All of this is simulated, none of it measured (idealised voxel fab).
The following process module bears the name voxel capacitor over wiring.
240 nm wide, 5 nm square cells: that's cross-section cut.
Each cross-section below is a grid of square cells, stated as bands in top-down order, with one or more rows of cells making up each band.
In this notation a band is specified by the heights of its top and bottom, in that order and in nm, after which its materials appear from left to right, each paired with its width in nm. The word "throughout" attached to a single material means that material fills the band from edge to edge; the word "blank" stands for empty space.
Measure heights from 0. That's the level where, below it, the as-received wafer is all one material. The lowest band is bottomless and extends downward; write it as in "0 nm and below".
The two numbers in a width such as "30 to 40" mark its ends across the band: the first belongs to the top row of cells, the second to the bottom row, and from each row to the next the width moves by the same amount.
It should be understood that the words "remained the same", when stated for a given step, signify that the cross-section underwent no change in any of its cells during that step.
Empty spaces without an open route to the top, at least 8 cells in extent, make up the entry "Closed void list"; each is given as width x height at distance, where the distance is measured from the left edge, and all are in nm.
Note: text after step settings on the step line = simulator remark on that step.
overlay nm: how far to the right of its planned place the mask lay on this masked step (negative: to the left).
The process steps that were planned are listed below
- 1: op RECEIVE | material Si
- 2: op CONFORMAL_DEP | material SiO2 | thk nm 10
- 3: op CONFORMAL_DEP | material SiCN | thk nm 5
- 4: op DIRECTIONAL_DEP | material SiO2 | thk nm 20
- 5: op DIRECTIONAL_DEP | material aC | thk nm 15
- 6: op PATTERN | tone open | mask id METAL_1 | material resist | width nm 30 | pitch nm 90 | thk nm 30 | overlay nm 0
- 7: op DIRECTIONAL_ETCH | etch materials aC | depth nm 15
- 8: op STRIP | etch materials resist
- 9: op DIRECTIONAL_ETCH | etch materials SiO2 | depth nm 20
- 10: op DIRECTIONAL_ETCH | etch materials SiCN | depth nm 5
- 11: op STRIP | etch materials aC
- 12: op CONFORMAL_DEP | material TiN | thk nm 5
- 13: op FILL_DEP | material Cu | thk nm 10
- 14: op CMP | height nm 35
- 15: op CONFORMAL_DEP | material SiCN | thk nm 5
- 16: op DIRECTIONAL_DEP | material lowk | thk nm 20
- 17: op DIRECTIONAL_DEP | material aC | thk nm 10
- 18: op PATTERN | tone open | mask id PLUG_1 | material resist | width nm 15 | thk nm 30 | overlay nm 0
- 19: op DIRECTIONAL_ETCH | etch materials aC | depth nm 10
- 20: op STRIP | etch materials resist
- 21: op DIRECTIONAL_ETCH | etch materials lowk | depth nm 20
- 22: op DIRECTIONAL_ETCH | etch materials SiCN | depth nm 5
- 23: op STRIP | etch materials aC
- 24: op EPI | material Ru | thk nm 10
- 25: op EPI | material Ru | thk nm 10
- 26: op EPI | material Ru | thk nm 5
- 27: op DIRECTIONAL_DEP | material TiN | thk nm 10
- 28: op DIRECTIONAL_DEP | material HfO2 | thk nm 5
- 29: op DIRECTIONAL_DEP | material TiN | thk nm 10
- 30: op PATTERN | tone cover | mask id UPPER_PLATE | material resist | width nm 65 | thk nm 20 | overlay nm 0
- 31: op DIRECTIONAL_ETCH | etch materials TiN | depth nm 10
- 32: op DIRECTIONAL_ETCH | etch materials HfO2 | depth nm 5
- 33: op STRIP | etch materials resist
- 34: op DIRECTIONAL_DEP | material aC | thk nm 10
- 35: op PATTERN | tone cover | mask id LOWER_PLATE | material resist | width nm 75 | thk nm 25 | overlay nm 0
- 36: op DIRECTIONAL_ETCH | etch materials aC | depth nm 10
- 37: op STRIP | etch materials resist
- 38: op DIRECTIONAL_ETCH | etch materials TiN | depth nm 10
- 39: op STRIP | etch materials aC
- 40: op FILL_DEP | material SiO2 | thk nm 20
- 41: op CMP | height nm 100
- 42: op DIRECTIONAL_DEP | material aC | thk nm 10
- 43: op PATTERN | tone open | mask id PLUG_2 | material resist | width nm 15 | thk nm 25 | overlay nm 0
- 44: op DIRECTIONAL_ETCH | etch materials aC | depth nm 10
- 45: op STRIP | etch materials resist
- 46: op DIRECTIONAL_ETCH | etch materials SiO2 | depth nm 15
- 47: op STRIP | etch materials aC
- 48: op CONFORMAL_DEP | material TiN | thk nm 5
- 49: op FILL_DEP | material Cu | thk nm 5
- 50: op CMP | height nm 100
- 51: op CONFORMAL_DEP | material SiCN | thk nm 5
First of two wafers, with the run carried out as planned
Step 1 complete: cross-section of the wafer as received
> 0 nm and below  Si throughout
> Closed void list: none
The wafer, seen in cross-section, after step 2
> 10 nm to 0 nm  SiO2 throughout
> Below 0, the layers are the same as they were.
The wafer, seen in cross-section, after step 3
> 15 nm to 10 nm  SiCN throughout
> Below 10, the layers are the same as they were.
The wafer, seen in cross-section, after step 4
> 35 nm to 15 nm  SiO2 throughout
> Below 15, the layers are the same as they were.
The wafer, seen in cross-section, after step 5
> 50 nm to 35 nm  aC throughout
> Below 35, the layers are the same as they were.
The wafer, seen in cross-section, after step 6
> 80 nm to 50 nm  resist 60 nm / blank 30 nm / resist 60 nm / blank 30 nm / resist 60 nm
> Below 50, the layers are the same as they were.
The wafer, seen in cross-section, after step 7
> 65 nm to 50 nm  resist 60 nm / blank 30 nm / resist 60 nm / blank 30 nm / resist 60 nm
> 50 nm to 35 nm  aC 60 nm / blank 30 nm / aC 60 nm / blank 30 nm / aC 60 nm
> Below 35, the layers are the same as they were.
The wafer, seen in cross-section, after step 8
> 50 nm to 35 nm  aC 60 nm / blank 30 nm / aC 60 nm / blank 30 nm / aC 60 nm
> Below 35, the layers are the same as they were.
The wafer, seen in cross-section, after step 9
> 50 nm to 35 nm  aC 60 nm / blank 30 nm / aC 60 nm / blank 30 nm / aC 60 nm
> 35 nm to 15 nm  SiO2 60 nm / blank 30 nm / SiO2 60 nm / blank 30 nm / SiO2 60 nm
> Below 15, the layers are the same as they were.
The wafer, seen in cross-section, after step 10
> 50 nm to 35 nm  aC 60 nm / blank 30 nm / aC 60 nm / blank 30 nm / aC 60 nm
> 35 nm to 15 nm  SiO2 60 nm / blank 30 nm / SiO2 60 nm / blank 30 nm / SiO2 60 nm
> 15 nm to 10 nm  SiCN 60 nm / blank 30 nm / SiCN 60 nm / blank 30 nm / SiCN 60 nm
> Below 10, the layers are the same as they were.
The wafer, seen in cross-section, after step 11
> 35 nm to 15 nm  SiO2 60 nm / blank 30 nm / SiO2 60 nm / blank 30 nm / SiO2 60 nm
> Below 15, the layers are the same as they were.
The wafer, seen in cross-section, after step 12
> 40 nm to 35 nm  TiN 65 nm / blank 20 nm / TiN 70 nm / blank 20 nm / TiN 65 nm
> 35 nm to 15 nm  SiO2 60 nm / TiN 5 nm / blank 20 nm / TiN 5 nm / SiO2 60 nm / TiN 5 nm / blank 20 nm / TiN 5 nm / SiO2 60 nm
> 15 nm to 10 nm  SiCN 60 nm / TiN 30 nm / SiCN 60 nm / TiN 30 nm / SiCN 60 nm
> Below 10, the layers are the same as they were.
The wafer, seen in cross-section, after step 13
> 50 nm to 40 nm  Cu throughout
> 40 nm to 35 nm  TiN 65 nm / Cu 20 nm / TiN 70 nm / Cu 20 nm / TiN 65 nm
> 35 nm to 15 nm  SiO2 60 nm / TiN 5 nm / Cu 20 nm / TiN 5 nm / SiO2 60 nm / TiN 5 nm / Cu 20 nm / TiN 5 nm / SiO2 60 nm
> Below 15, the layers are the same as they were.
The wafer, seen in cross-section, after step 14
> 35 nm to 15 nm  SiO2 60 nm / TiN 5 nm / Cu 20 nm / TiN 5 nm / SiO2 60 nm / TiN 5 nm / Cu 20 nm / TiN 5 nm / SiO2 60 nm
> Below 15, the layers are the same as they were.
The wafer, seen in cross-section, after step 15
> 40 nm to 35 nm  SiCN throughout
> Below 35, the layers are the same as they were.
The wafer, seen in cross-section, after step 16
> 60 nm to 40 nm  lowk throughout
> Below 40, the layers are the same as they were.
The wafer, seen in cross-section, after step 17
> 70 nm to 60 nm  aC throughout
> Below 60, the layers are the same as they were.
The wafer, seen in cross-section, after step 18
> 100 nm to 70 nm  resist 75 nm / blank 15 nm / resist 150 nm
> Below 70, the layers are the same as they were.
The wafer, seen in cross-section, after step 19
> 90 nm to 70 nm  resist 75 nm / blank 15 nm / resist 150 nm
> 70 nm to 60 nm  aC 75 nm / blank 15 nm / aC 150 nm
> Below 60, the layers are the same as they were.
The wafer, seen in cross-section, after step 20
> 70 nm to 60 nm  aC 75 nm / blank 15 nm / aC 150 nm
> Below 60, the layers are the same as they were.
The wafer, seen in cross-section, after step 21
> 70 nm to 60 nm  aC 75 nm / blank 15 nm / aC 150 nm
> 60 nm to 40 nm  lowk 75 nm / blank 15 nm / lowk 150 nm
> Below 40, the layers are the same as they were.
The wafer, seen in cross-section, after step 22
> 70 nm to 60 nm  aC 75 nm / blank 15 nm / aC 150 nm
> 60 nm to 40 nm  lowk 75 nm / blank 15 nm / lowk 150 nm
> 40 nm to 35 nm  SiCN 75 nm / blank 15 nm / SiCN 150 nm
> Below 35, the layers are the same as they were.
The wafer, seen in cross-section, after step 23
> 60 nm to 40 nm  lowk 75 nm / blank 15 nm / lowk 150 nm
> Below 40, the layers are the same as they were.
The wafer, seen in cross-section, after step 24
> 60 nm to 45 nm  lowk 75 nm / blank 15 nm / lowk 150 nm
> 45 nm to 40 nm  lowk 75 nm / Ru 15 nm / lowk 150 nm
> 40 nm to 35 nm  SiCN 75 nm / Ru 15 nm / SiCN 150 nm
> Below 35, the layers are the same as they were.
The wafer, seen in cross-section, after step 25
> 60 nm to 55 nm  lowk 75 nm / blank 15 nm / lowk 150 nm
> 55 nm to 40 nm  lowk 75 nm / Ru 15 nm / lowk 150 nm
> Below 40, the layers are the same as they were.
The wafer, seen in cross-section, after step 26
> 60 nm to 40 nm  lowk 75 nm / Ru 15 nm / lowk 150 nm
> Below 40, the layers are the same as they were.
The wafer, seen in cross-section, after step 27
> 70 nm to 60 nm  TiN throughout
> Below 60, the layers are the same as they were.
The wafer, seen in cross-section, after step 28
> 75 nm to 70 nm  HfO2 throughout
> Below 70, the layers are the same as they were.
The wafer, seen in cross-section, after step 29
> 85 nm to 75 nm  TiN throughout
> Below 75, the layers are the same as they were.
The wafer, seen in cross-section, after step 30
> 105 nm to 85 nm  blank 75 nm / resist 65 nm / blank 100 nm
> Below 85, the layers are the same as they were.
The wafer, seen in cross-section, after step 31
> 105 nm to 85 nm  blank 75 nm / resist 65 nm / blank 100 nm
> 85 nm to 75 nm  blank 75 nm / TiN 65 nm / blank 100 nm
> Below 75, the layers are the same as they were.
The wafer, seen in cross-section, after step 32
> 105 nm to 85 nm  blank 75 nm / resist 65 nm / blank 100 nm
> 85 nm to 75 nm  blank 75 nm / TiN 65 nm / blank 100 nm
> 75 nm to 70 nm  blank 75 nm / HfO2 65 nm / blank 100 nm
> Below 70, the layers are the same as they were.
The wafer, seen in cross-section, after step 33
> 85 nm to 75 nm  blank 75 nm / TiN 65 nm / blank 100 nm
> Below 75, the layers are the same as they were.
The wafer, seen in cross-section, after step 34
> 95 nm to 85 nm  blank 75 nm / aC 65 nm / blank 100 nm
> 85 nm to 80 nm  blank 75 nm / TiN 65 nm / blank 100 nm
> 80 nm to 75 nm  aC 75 nm / TiN 65 nm / aC 100 nm
> 75 nm to 70 nm  aC 75 nm / HfO2 65 nm / aC 100 nm
> Below 70, the layers are the same as they were.
The wafer, seen in cross-section, after step 35
> 120 nm to 95 nm  blank 70 nm / resist 75 nm / blank 95 nm
> 95 nm to 85 nm  blank 70 nm / resist 5 nm / aC 65 nm / resist 5 nm / blank 95 nm
> 85 nm to 80 nm  blank 70 nm / resist 5 nm / TiN 65 nm / resist 5 nm / blank 95 nm
> Below 80, the layers are the same as they were.
The wafer, seen in cross-section, after step 36
> 110 nm to 95 nm  blank 70 nm / resist 75 nm / blank 95 nm
> 95 nm to 85 nm  blank 70 nm / resist 5 nm / aC 65 nm / resist 5 nm / blank 95 nm
> 85 nm to 80 nm  blank 70 nm / resist 5 nm / TiN 65 nm / resist 5 nm / blank 95 nm
> 80 nm to 75 nm  blank 70 nm / aC 5 nm / TiN 65 nm / aC 5 nm / blank 95 nm
> 75 nm to 70 nm  blank 70 nm / aC 5 nm / HfO2 65 nm / aC 5 nm / blank 95 nm
> Below 70, the layers are the same as they were.
The wafer, seen in cross-section, after step 37
> 95 nm to 85 nm  blank 75 nm / aC 65 nm / blank 100 nm
> 85 nm to 80 nm  blank 75 nm / TiN 65 nm / blank 100 nm
> Below 80, the layers are the same as they were.
The wafer, seen in cross-section, after step 38
> 95 nm to 85 nm  blank 75 nm / aC 65 nm / blank 100 nm
> 85 nm to 80 nm  blank 75 nm / TiN 65 nm / blank 100 nm
> 80 nm to 75 nm  blank 70 nm / aC 5 nm / TiN 65 nm / aC 5 nm / blank 95 nm
> 75 nm to 70 nm  blank 70 nm / aC 5 nm / HfO2 65 nm / aC 5 nm / blank 95 nm
> 70 nm to 60 nm  blank 70 nm / TiN 75 nm / blank 95 nm
> Below 60, the layers are the same as they were.
The wafer, seen in cross-section, after step 39
> 85 nm to 75 nm  blank 75 nm / TiN 65 nm / blank 100 nm
> 75 nm to 70 nm  blank 75 nm / HfO2 65 nm / blank 100 nm
> Below 70, the layers are the same as they were.
The wafer, seen in cross-section, after step 40
> 105 nm to 85 nm  SiO2 throughout
> 85 nm to 75 nm  SiO2 75 nm / TiN 65 nm / SiO2 100 nm
> 75 nm to 70 nm  SiO2 75 nm / HfO2 65 nm / SiO2 100 nm
> 70 nm to 60 nm  SiO2 70 nm / TiN 75 nm / SiO2 95 nm
> Below 60, the layers are the same as they were.
The wafer, seen in cross-section, after step 41
> 100 nm to 85 nm  SiO2 throughout
> Below 85, the layers are the same as they were.
The wafer, seen in cross-section, after step 42
> 110 nm to 100 nm  aC throughout
> Below 100, the layers are the same as they were.
The wafer, seen in cross-section, after step 43
> 135 nm to 110 nm  resist 85 nm / blank 15 nm / resist 140 nm
> Below 110, the layers are the same as they were.
The wafer, seen in cross-section, after step 44
> 125 nm to 110 nm  resist 85 nm / blank 15 nm / resist 140 nm
> 110 nm to 100 nm  aC 85 nm / blank 15 nm / aC 140 nm
> Below 100, the layers are the same as they were.
The wafer, seen in cross-section, after step 45
> 110 nm to 100 nm  aC 85 nm / blank 15 nm / aC 140 nm
> Below 100, the layers are the same as they were.
The wafer, seen in cross-section, after step 46
> 110 nm to 100 nm  aC 85 nm / blank 15 nm / aC 140 nm
> 100 nm to 85 nm  SiO2 85 nm / blank 15 nm / SiO2 140 nm
> Below 85, the layers are the same as they were.
The wafer, seen in cross-section, after step 47
> 100 nm to 85 nm  SiO2 85 nm / blank 15 nm / SiO2 140 nm
> Below 85, the layers are the same as they were.
The wafer, seen in cross-section, after step 48
> 105 nm to 100 nm  TiN 90 nm / blank 5 nm / TiN 145 nm
> 100 nm to 90 nm  SiO2 85 nm / TiN 5 nm / blank 5 nm / TiN 5 nm / SiO2 140 nm
> 90 nm to 85 nm  SiO2 85 nm / TiN 15 nm / SiO2 140 nm
> Below 85, the layers are the same as they were.
The wafer, seen in cross-section, after step 49
> 110 nm to 105 nm  Cu throughout
> 105 nm to 100 nm  TiN 90 nm / Cu 5 nm / TiN 145 nm
> 100 nm to 90 nm  SiO2 85 nm / TiN 5 nm / Cu 5 nm / TiN 5 nm / SiO2 140 nm
> Below 90, the layers are the same as they were.
The wafer, seen in cross-section, after step 50
> 100 nm to 90 nm  SiO2 85 nm / TiN 5 nm / Cu 5 nm / TiN 5 nm / SiO2 140 nm
> Below 90, the layers are the same as they were.
The wafer, seen in cross-section, after step 51
> 105 nm to 100 nm  SiCN throughout
> Below 100, the layers are the same as they were.
Second of two: same start, same plan, one run error; steps up to and including 16 match the first
Second wafer at the planned finish of step 17, seen in cross-section
> 70 nm to 60 nm  HfO2 throughout
> Below 60, the layers are the same as they were.
Second wafer at the planned finish of step 18, seen in cross-section
> 100 nm to 70 nm  resist 75 nm / blank 15 nm / resist 150 nm
> Below 70, the layers are the same as they were.
Second wafer at the planned finish of step 19, seen in cross-section
> 90 nm to 70 nm  resist 75 nm / blank 15 nm / resist 150 nm
> Below 70, the layers are the same as they were.
Second wafer at the planned finish of step 20, seen in cross-section
> 70 nm to 60 nm  HfO2 throughout
> Below 60, the layers are the same as they were.
Second wafer at the planned finish of step 21, seen in cross-section: remained the same
Second wafer at the planned finish of step 22, seen in cross-section: remained the same
Second wafer at the planned finish of step 23, seen in cross-section: remained the same
Second wafer at the planned finish of step 24, seen in cross-section: remained the same
Second wafer at the planned finish of step 25, seen in cross-section: remained the same
Second wafer at the planned finish of step 26, seen in cross-section: remained the same
Second wafer at the planned finish of step 27, seen in cross-section
> 80 nm to 70 nm  TiN throughout
> Below 70, the layers are the same as they were.
Second wafer at the planned finish of step 28, seen in cross-section
> 85 nm to 80 nm  HfO2 throughout
> Below 80, the layers are the same as they were.
Second wafer at the planned finish of step 29, seen in cross-section
> 95 nm to 85 nm  TiN throughout
> Below 85, the layers are the same as they were.
Second wafer at the planned finish of step 30, seen in cross-section
> 115 nm to 95 nm  blank 75 nm / resist 65 nm / blank 100 nm
> Below 95, the layers are the same as they were.
Second wafer at the planned finish of step 31, seen in cross-section
> 115 nm to 95 nm  blank 75 nm / resist 65 nm / blank 100 nm
> 95 nm to 85 nm  blank 75 nm / TiN 65 nm / blank 100 nm
> Below 85, the layers are the same as they were.
Second wafer at the planned finish of step 32, seen in cross-section
> 115 nm to 95 nm  blank 75 nm / resist 65 nm / blank 100 nm
> 95 nm to 85 nm  blank 75 nm / TiN 65 nm / blank 100 nm
> 85 nm to 80 nm  blank 75 nm / HfO2 65 nm / blank 100 nm
> Below 80, the layers are the same as they were.
Second wafer at the planned finish of step 33, seen in cross-section
> 95 nm to 85 nm  blank 75 nm / TiN 65 nm / blank 100 nm
> Below 85, the layers are the same as they were.
Second wafer at the planned finish of step 34, seen in cross-section
> 105 nm to 95 nm  blank 75 nm / aC 65 nm / blank 100 nm
> 95 nm to 90 nm  blank 75 nm / TiN 65 nm / blank 100 nm
> 90 nm to 85 nm  aC 75 nm / TiN 65 nm / aC 100 nm
> 85 nm to 80 nm  aC 75 nm / HfO2 65 nm / aC 100 nm
> Below 80, the layers are the same as they were.
Second wafer at the planned finish of step 35, seen in cross-section
> 130 nm to 105 nm  blank 70 nm / resist 75 nm / blank 95 nm
> 105 nm to 95 nm  blank 70 nm / resist 5 nm / aC 65 nm / resist 5 nm / blank 95 nm
> 95 nm to 90 nm  blank 70 nm / resist 5 nm / TiN 65 nm / resist 5 nm / blank 95 nm
> Below 90, the layers are the same as they were.
Second wafer at the planned finish of step 36, seen in cross-section
> 120 nm to 105 nm  blank 70 nm / resist 75 nm / blank 95 nm
> 105 nm to 95 nm  blank 70 nm / resist 5 nm / aC 65 nm / resist 5 nm / blank 95 nm
> 95 nm to 90 nm  blank 70 nm / resist 5 nm / TiN 65 nm / resist 5 nm / blank 95 nm
> 90 nm to 85 nm  blank 70 nm / aC 5 nm / TiN 65 nm / aC 5 nm / blank 95 nm
> 85 nm to 80 nm  blank 70 nm / aC 5 nm / HfO2 65 nm / aC 5 nm / blank 95 nm
> Below 80, the layers are the same as they were.
Second wafer at the planned finish of step 37, seen in cross-section
> 105 nm to 95 nm  blank 75 nm / aC 65 nm / blank 100 nm
> 95 nm to 90 nm  blank 75 nm / TiN 65 nm / blank 100 nm
> Below 90, the layers are the same as they were.
Second wafer at the planned finish of step 38, seen in cross-section
> 105 nm to 95 nm  blank 75 nm / aC 65 nm / blank 100 nm
> 95 nm to 90 nm  blank 75 nm / TiN 65 nm / blank 100 nm
> 90 nm to 85 nm  blank 70 nm / aC 5 nm / TiN 65 nm / aC 5 nm / blank 95 nm
> 85 nm to 80 nm  blank 70 nm / aC 5 nm / HfO2 65 nm / aC 5 nm / blank 95 nm
> 80 nm to 70 nm  blank 70 nm / TiN 75 nm / blank 95 nm
> Below 70, the layers are the same as they were.
Second wafer at the planned finish of step 39, seen in cross-section
> 95 nm to 85 nm  blank 75 nm / TiN 65 nm / blank 100 nm
> 85 nm to 80 nm  blank 75 nm / HfO2 65 nm / blank 100 nm
> Below 80, the layers are the same as they were.
Second wafer at the planned finish of step 40, seen in cross-section
> 115 nm to 95 nm  SiO2 throughout
> 95 nm to 85 nm  SiO2 75 nm / TiN 65 nm / SiO2 100 nm
> 85 nm to 80 nm  SiO2 75 nm / HfO2 65 nm / SiO2 100 nm
> 80 nm to 70 nm  SiO2 70 nm / TiN 75 nm / SiO2 95 nm
> Below 70, the layers are the same as they were.
Second wafer at the planned finish of step 41, seen in cross-section
> 100 nm to 95 nm  SiO2 throughout
> Below 95, the layers are the same as they were.
Second wafer at the planned finish of step 42, seen in cross-section
> 110 nm to 100 nm  aC throughout
> Below 100, the layers are the same as they were.
Second wafer at the planned finish of step 43, seen in cross-section
> 135 nm to 110 nm  resist 85 nm / blank 15 nm / resist 140 nm
> Below 110, the layers are the same as they were.
Second wafer at the planned finish of step 44, seen in cross-section
> 125 nm to 110 nm  resist 85 nm / blank 15 nm / resist 140 nm
> 110 nm to 100 nm  aC 85 nm / blank 15 nm / aC 140 nm
> Below 100, the layers are the same as they were.
Second wafer at the planned finish of step 45, seen in cross-section
> 110 nm to 100 nm  aC 85 nm / blank 15 nm / aC 140 nm
> Below 100, the layers are the same as they were.
Second wafer at the planned finish of step 46, seen in cross-section
> 110 nm to 100 nm  aC 85 nm / blank 15 nm / aC 140 nm
> 100 nm to 95 nm  SiO2 85 nm / blank 15 nm / SiO2 140 nm
> Below 95, the layers are the same as they were.
Second wafer at the planned finish of step 47, seen in cross-section
> 100 nm to 95 nm  SiO2 85 nm / blank 15 nm / SiO2 140 nm
> Below 95, the layers are the same as they were.
Second wafer at the planned finish of step 48, seen in cross-section
> 105 nm to 100 nm  TiN 90 nm / blank 5 nm / TiN 145 nm
> 100 nm to 95 nm  SiO2 85 nm / TiN 15 nm / SiO2 140 nm
> Below 95, the layers are the same as they were.
Second wafer at the planned finish of step 49, seen in cross-section
> 110 nm to 105 nm  Cu throughout
> 105 nm to 100 nm  TiN 90 nm / Cu 5 nm / TiN 145 nm
> Below 100, the layers are the same as they were.
Second wafer at the planned finish of step 50, seen in cross-section
> 100 nm to 95 nm  SiO2 85 nm / TiN 15 nm / SiO2 140 nm
> Below 95, the layers are the same as they were.
Second wafer at the planned finish of step 51, seen in cross-section
> 105 nm to 100 nm  SiCN throughout
> Below 100, the layers are the same as they were.
Against the plan, the run slipped here: for step 17, the planned setting was not used; the step was instead run as op DIRECTIONAL_DEP | material HfO2 | thk nm 10
Looking at both finished wafers in cells, the second ends up ahead of or behind the first on some materials: -2 Cu | +96 HfO2 | -15 Ru | +3 SiCN | -90 SiO2 | -4 TiN | +12 lowk
